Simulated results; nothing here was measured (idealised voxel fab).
The process module that follows is named voxel transistor to metal.
The figure presents cross-section cut, which has a width of 245 nm and is divided into square cells with an edge length of 5 nm.
How to read a cross-section here: the picture is a grid of square cells, written as bands going from the top down, and any band can span one or more rows of cells. Read a band's entry like this: the first values are the height of its top and the height of its bottom in nm, and what follows is the sequence of materials from left to right, each with its width in nm. Note that "blank" is empty space, and that a single material marked "all across" reaches across the band from edge to edge. Beneath 0, the wafer as received is one material, and that level is where height counting begins. The lowest band goes on downward without a bottom; it is written like "0 nm and below". Graded width ("30 to 40"): value in top row of band = first number; value in bottom row = second number; row-to-row change constant. Step note "no modification" = no cross-section cell changed. Entry "Enclosed cavities". Content: empty spaces with no open connection to the top, size 8 cells or greater. Each: width x height at distance. Distance: from left edge. Unit: nm. after a step's settings: what the simulator itself notes on the step. The setting "overlay nm" may be written on the line of a step. When the step uses a mask, the value reports how far to the right of the planned place the mask lay, and a negative value reports that it lay to the left.
This section lists the process steps that were planned
| 1 | RECEIVE with material Si |
| 2 | OXIDIZE with depth nm 5 |
| 3 | CONFORMAL_DEP with material SiN, thk nm 10 |
| 4 | MASKED_ETCH with tone cover, mask id ACTIVE, width nm 95, pitch nm 115, etch materials SiN, depth nm 10, overlay nm 0 |
| 5 | MASKED_ETCH with tone cover, mask id ACTIVE, width nm 95, pitch nm 115, etch materials SiO2, depth nm 5, overlay nm 0 |
| 6 | MASKED_ETCH with tone cover, mask id ACTIVE, width nm 95, pitch nm 115, etch materials Si, depth nm 35, overlay nm 0 |
| 7 | OXIDIZE with depth nm 5 |
| 8 | FILL_DEP with material SiO2, thk nm 10 |
| 9 | CMP with height nm 10 |
| 10 | SELECTIVE_ETCH with etch materials SiO2, depth nm 10 |
| 11 | STRIP with etch materials SiN |
| 12 | SELECTIVE_ETCH with etch materials SiO2, depth nm 5 |
| 13 | OXIDIZE with depth nm 5 |
| 14 | DIRECTIONAL_DEP with material polySi, thk nm 30 |
| 15 | DIRECTIONAL_DEP with material SiCN, thk nm 15 |
| 16 | MASKED_ETCH with tone cover, mask id GATE, width nm 15, pitch nm 115, etch materials SiCN, depth nm 25, overlay nm 0 |
| 17 | MASKED_ETCH with tone cover, mask id GATE, width nm 25, pitch nm 115, etch materials polySi, depth nm 40, overlay nm 0 |
| 18 | CONFORMAL_DEP with material SiN, thk nm 10 |
| 19 | DIRECTIONAL_ETCH with etch materials SiN, depth nm 10 |
| 20 | DIRECTIONAL_ETCH with etch materials SiO2, depth nm 5 |
| 21 | DIRECTIONAL_ETCH with etch materials Si, depth nm 10 |
| 22 | EPI with material SiGe, thk nm 10 |
| 23 | FILL_DEP with material SiO2, thk nm 5 |
| 24 | CMP with height nm 25 |
| 25 | STRIP with etch materials polySi |
| 26 | SELECTIVE_ETCH with etch materials SiO2, depth nm 5 |
| 27 | CONFORMAL_DEP with material HfO2, thk nm 5 |
| 28 | CONFORMAL_DEP with material TiN, thk nm 5 |
| 29 | FILL_DEP with material W, thk nm 10 |
| 30 | CMP with height nm 20 |
| 31 | DIRECTIONAL_DEP with material SiO2, thk nm 15 |
| 32 | DIRECTIONAL_DEP with material aC, thk nm 10 |
| 33 | PATTERN with tone open, mask id CONTACT, material resist, width nm 15, thk nm 30, overlay nm 0 |
| 34 | DIRECTIONAL_ETCH with etch materials aC, depth nm 10 |
| 35 | STRIP with etch materials resist |
| 36 | DIRECTIONAL_ETCH with etch materials SiO2, depth nm 45 |
| 37 | STRIP with etch materials aC |
| 38 | CONFORMAL_DEP with material TiN, thk nm 5 |
| 39 | FILL_DEP with material W, thk nm 5 |
| 40 | CMP with height nm 35 |
| 41 | CONFORMAL_DEP with material SiCN, thk nm 5 |
| 42 | DIRECTIONAL_DEP with material lowk, thk nm 25 |
| 43 | DIRECTIONAL_DEP with material aC, thk nm 15 |
| 44 | PATTERN with tone open, mask id METAL_1, material resist, width nm 15, thk nm 35, overlay nm 0 |
| 45 | DIRECTIONAL_ETCH with etch materials aC, depth nm 15 |
| 46 | STRIP with etch materials resist |
| 47 | DIRECTIONAL_ETCH with etch materials lowk, depth nm 25 |
| 48 | DIRECTIONAL_ETCH with etch materials SiCN, depth nm 5 |
| 49 | STRIP with etch materials aC |
| 50 | CONFORMAL_DEP with material TiN, thk nm 5 |
| 51 | FILL_DEP with material Cu, thk nm 10 |
| 52 | CMP with height nm 65 |
| 53 | CONFORMAL_DEP with material SiCN, thk nm 5 |
| 54 | DIRECTIONAL_DEP with material SiO2, thk nm 25 |
| 55 | DIRECTIONAL_DEP with material aC, thk nm 10 |
| 56 | PATTERN with tone open, mask id METAL_2, material resist, width nm 15, pitch nm 115, thk nm 25, overlay nm 0 |
| 57 | DIRECTIONAL_ETCH with etch materials aC, depth nm 10 |
| 58 | STRIP with etch materials resist |
| 59 | DIRECTIONAL_ETCH with etch materials SiO2, depth nm 15 |
| 60 | STRIP with etch materials aC |
| 61 | DIRECTIONAL_DEP with material aC, thk nm 15 |
| 62 | PATTERN with tone open, mask id METAL_2_HOLES, material resist, width nm 15, pitch nm 115, thk nm 35, overlay nm 0 |
| 63 | DIRECTIONAL_ETCH with etch materials aC, depth nm 15 |
| 64 | STRIP with etch materials resist |
| 65 | DIRECTIONAL_ETCH with etch materials SiO2, depth nm 10 |
| 66 | DIRECTIONAL_ETCH with etch materials SiCN, depth nm 5 |
| 67 | STRIP with etch materials aC |
| 68 | CONFORMAL_DEP with material TiN, thk nm 5 |
| 69 | FILL_DEP with material Cu, thk nm 10 |
| 70 | CMP with height nm 95 |
| 71 | CONFORMAL_DEP with material SiN, thk nm 5 |
For clarity, it should be stated that the wafers under discussion commence in an identical condition and differ with respect to the width nm of step 16, the plan indicating the value that the first wafer had.
Received wafers, first of several: cross-section after step 1
  0 nm and below | Si all across
  Enclosed cavities: none
Quick key for the table: a row per wafer, taken at the end of the module. For each material it tells you how many cells the wafer gained (+) or lost (-) since it came in, and the closed voids come after
width nm 15 | +30 Cu | +34 HfO2 | -235 Si | +80 SiCN | +48 SiGe | +89 SiN | +541 SiO2 | +176 TiN | +32 W | +185 lowk | Enclosed cavities: none
width nm 20 | +30 Cu | +34 HfO2 | -235 Si | +80 SiCN | +48 SiGe | +89 SiN | +541 SiO2 | +176 TiN | +32 W | +185 lowk | Enclosed cavities: none
width nm 25 | +30 Cu | +34 HfO2 | -235 Si | +80 SiCN | +48 SiGe | +89 SiN | +541 SiO2 | +176 TiN | +32 W | +185 lowk | Enclosed cavities: none
width nm 30 | +30 Cu | +36 HfO2 | -231 Si | +80 SiCN | +44 SiGe | +89 SiN | +533 SiO2 | +174 TiN | +40 W | +185 lowk | Enclosed cavities: none
width nm 35 | +30 Cu | +38 HfO2 | -227 Si | +80 SiCN | +40 SiGe | +89 SiN | +525 SiO2 | +172 TiN | +48 W | +185 lowk | Enclosed cavities: none
width nm 40 | +30 Cu | +40 HfO2 | -223 Si | +80 SiCN | +36 SiGe | +89 SiN | +525 SiO2 | +170 TiN | +48 W | +185 lowk | Enclosed cavities: none
